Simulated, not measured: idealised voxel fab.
process module | voxel self aligned contacts
The figure presents cross-section cut, which has a width of 185 nm and is divided into square cells with an edge length of 5 nm.
In what follows, cross-sections appear as grids of square cells, described through bands that run from the top down, where every band is one or more rows of cells. Read a band's entry like this: the first values are the height of its top and the height of its bottom in nm, and what follows is the sequence of materials from left to right, each with its width in nm. Note that "blank" is empty space, and that a single material marked "edge to edge" reaches across the band from edge to edge. Counting heights begins at 0, where everything beneath is, in the wafer as received, one material. The lowest band has no bottom; it goes on downwards, as "top 0, no bottom" shows. So if you see something like "30 to 40" for the width, read it as the top row of the band sitting at the first number and the bottom row at the second, with every row in between moving by the same amount as the last. Step marked "nothing changed"? Then no cell in the cross-section changed in it. Any empty space of 8 cells or more lacking an open way to the top shows up in "Listed closed voids" as width x height at distance, distance from the left edge, in nm. Post-settings text on a step line: simulator's own remark regarding the step. The line of a step may include "overlay nm". On a step with a mask, this value is how far to the right of its planned place the mask lay. A negative value means the mask lay to the left.
# The planned process steps are enumerated hereunder
step 1: RECEIVE: material Si
step 2: CONFORMAL_DEP: material SiO2, thk nm 5
step 3: DIRECTIONAL_DEP: material polySi, thk nm 25
step 4: DIRECTIONAL_DEP: material SiN, thk nm 25
step 5: DIRECTIONAL_DEP: material aC, thk nm 15
step 6: PATTERN: tone cover, mask id GATE, material resist, width nm 30, pitch nm 75, thk nm 30, overlay nm 0
step 7: DIRECTIONAL_ETCH: etch materials aC, depth nm 15
step 8: STRIP: etch materials resist
step 9: DIRECTIONAL_ETCH: etch materials SiN, depth nm 25
step 10: DIRECTIONAL_ETCH: etch materials polySi, depth nm 25
step 11: STRIP: etch materials aC
step 12: CONFORMAL_DEP: material SiN, thk nm 10
step 13: DIRECTIONAL_ETCH: etch materials SiN, depth nm 10
step 14: FILL_DEP: material SiO2, thk nm 15
step 15: CMP: height nm 60
step 16: MASKED_ETCH: tone open, mask id CONTACT, width nm 55, etch materials SiO2, depth nm 60, overlay nm 0
step 17: CONFORMAL_DEP: material TiN, thk nm 5
step 18: FILL_DEP: material Ru, thk nm 10
step 19: CMP: height nm 60
step 20: CONFORMAL_DEP: material SiCN, thk nm 5
# Cross-section of the wafer as it came to us, i.e., already through step 1
> top 0, no bottom = Si edge to edge
> Listed closed voids: none
# Here's the cross-section of the first of our two wafers at the end of the module - it ran as planned
> top 65, bottom 60 = SiCN edge to edge
> top 60, bottom 55 = SiO2=65; TiN=20; Ru=15; TiN=20; SiO2=65
> top 55, bottom 30 = SiO2=30; SiN=50; TiN=5; Ru=15; TiN=5; SiN=50; SiO2=30
> top 30, bottom 5 = SiO2=30; SiN=10; polySi=30; SiN=10; TiN=5; Ru=15; TiN=5; SiN=10; polySi=30; SiN=10; SiO2=30
> top 5, bottom 0 = SiO2=80; TiN=25; SiO2=80
> top 0, no bottom = Si edge to edge
> Listed closed voids: none
# The second wafer, shown in cross-section after the module: started the same way as the first and given the same plan, yet one mistake crept into how it was run
> top 65, bottom 60 = SiCN edge to edge
> top 60, bottom 50 = SiO2=65; TiN=5 to 20; Ru=45 to 15; TiN=5 to 20; SiO2=65
> top 50, bottom 25 = SiO2=30; SiN=50; TiN=5; Ru=15; TiN=5; SiN=50; SiO2=30
> top 25, bottom 5 = SiO2=30; SiN=10; polySi=30; SiN=10; TiN=5; Ru=15; TiN=5; SiN=10; polySi=30; SiN=10; SiO2=30
> top 5, bottom 0 = SiO2=30; SiN=10; polySi=30; SiN=10; TiN=25; SiN=10; polySi=30; SiN=10; SiO2=30
> top 0, no bottom = Si edge to edge
> Listed closed voids: none
Want to know what went wrong? heads up, step 2 of the plan was skipped and never actually ran
The second wafer ends with more or fewer cells of some materials than the first, per final count: 6 more of Ru | 6 fewer of SiO2
